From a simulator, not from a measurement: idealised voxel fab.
Process module in this document: voxel lift off
Square cells of 5 nm make up the cross-section cut, whose width is 190 nm.
When this document writes out a cross-section, it uses a grid of square cells and lists it as bands, beginning at the top and moving down, with a band standing for one or more rows of cells. Heads up on the band format: heights come first, top then bottom, in nm. After that it's the materials left to right, each with its width in nm. A single material flagged "throughout" fills the whole band edge to edge, and "blank" means there's empty space there. Heads up on the height convention: 0 is the point under which the incoming wafer is all one material, and the lowest band has no bottom, it just keeps going down, like "0..down". Width "30 to 40": first value at the band's top row of cells, second value at its bottom row, equal change from row to row. "changes: none", as given for a step, is the statement that not any cell of the cross-section underwent a change during that step. Enclosed voids (no open way to top), threshold 8 cells or more, entry "Closed cavity list", notation width x height at distance, distance from left edge, nm. Whatever follows a step's settings on its line is a remark the simulator itself makes about that step. Among the settings permitted on a step's line is "overlay nm"; applied to a step with a mask, it specifies the extent to which the mask lay to the right of its planned position, whereas a negative figure signifies a position to the left.
[Here's what the planned process steps look like]
| 1 | RECEIVE (material Si) |
| 2 | CONFORMAL_DEP (material SiN; thk nm 15) |
| 3 | PATTERN (tone open; mask id LINES; material resist; width nm 30; pitch nm 50; thk nm 30; overlay nm 0) |
| 4 | DIRECTIONAL_DEP (material Ru; thk nm 15) |
| 5 | STRIP (etch materials resist) |
| 6 | CONFORMAL_DEP (material SiO2; thk nm 5) |
[Cross-section of the wafer upon arrival, representing the state reached after step 1]
    0..down | Si throughout
    Closed cavity list: none
[Starting wafer: above. Plan: above. Run: one mistake. Cross-section after the module: below]
    35..30 | 30 blank | 30 SiO2 | 20 blank | 30 SiO2 | 20 blank | 30 SiO2 | 30 blank
    30..20 | 30 blank | 5 SiO2 | 20 Ru | 5 SiO2 | 20 blank | 5 SiO2 | 20 Ru | 5 SiO2 | 20 blank | 5 SiO2 | 20 Ru | 5 SiO2 | 30 blank
    20..15 | 35 SiO2 | 20 Ru | 30 SiO2 | 20 Ru | 30 SiO2 | 20 Ru | 35 SiO2
    15..0 | SiN throughout
    0..down | Si throughout
    Closed cavity list: none
Against the plan, the run slipped here: step 3 did not happen as planned, as run it was PATTERN (tone open; mask id LINES; material resist; width nm 20; pitch nm 50; thk nm 30; overlay nm 0)
